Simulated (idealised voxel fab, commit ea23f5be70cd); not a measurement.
This section sets out a process module, namely voxel released beams.
Cross-section cut: width 240 nm, square cells of 5 nm.
Format of a cross-section: grid, square cells. Given as bands. Order: top down. Band: one or more rows of cells. Heads up on the band format: heights come first, top then bottom, in nm. After that it's the materials left to right, each with its width in nm. A single material flagged "everywhere" fills the whole band edge to edge, and "empty" means there's empty space there. Height is counted from the level 0, under which the received wafer is composed throughout of one material. The lowest of the bands is not closed at the bottom but continues downward, in the notation "0 -> down". Quick explanation for "30..40": the width changes in equal steps down the rows of cells, from the first number in the band's top row to the second number in its bottom row. "no modification" means the step left every cell of the cross-section as it was. "Closed voids list": empty spaces of 8 cells or more with no open way to the top, each given as width x height at distance, distance from the left edge, all in nm. If you see something after the settings on a step's line, that's the simulator's own remark about that step. overlay nm: right-of-plan distance of the mask on a masked step; negative values mean left-of-plan.
Process steps (planned)
1: RECEIVE (material Si)
2: CONFORMAL_DEP (material SiN; thk nm 5)
3: DIRECTIONAL_DEP (material SiO2; thk nm 20)
4: DIRECTIONAL_DEP (material aC; thk nm 5)
5: PATTERN (tone open; mask id ANCHOR; material resist; width nm 40; thk nm 25; overlay nm 0)
6: DIRECTIONAL_ETCH (etch materials aC; depth nm 10)
7: STRIP (etch materials resist)
8: DIRECTIONAL_ETCH (etch materials SiO2; depth nm 20)
9: STRIP (etch materials aC)
10: CONFORMAL_DEP (material polySi; thk nm 15)
11: DIRECTIONAL_DEP (material aC; thk nm 10)
12: PATTERN (tone cover; mask id BEAM; material resist; width nm 90; thk nm 30; overlay nm 0)
13: DIRECTIONAL_ETCH (etch materials aC; depth nm 10)
14: STRIP (etch materials resist)
15: DIRECTIONAL_ETCH (etch materials polySi; depth nm 15)
16: STRIP (etch materials aC)
17: STRIP (etch materials SiO2)
Be aware that, although all wafers share a common starting state, the thk nm at step 4 differs among them, and the plan displays the first wafer's value.
Cross-section of the first of several wafers as received (after step 1)
0 -> down  Si everywhere
Closed voids list: none
Take any row and you have a wafer at the end of the module: how many cells of each material it has gained (+) or lost (-) since it was received, and then its closed voids
thk nm 5; +48 SiN; +78 polySi; Closed voids list: none
thk nm 10; +48 SiN; +78 polySi; Closed voids list: none
thk nm 15; +48 SiN; Closed voids list: none
thk nm 20; +48 SiN; Closed voids list: none
thk nm 25; +48 SiN; Closed voids list: none
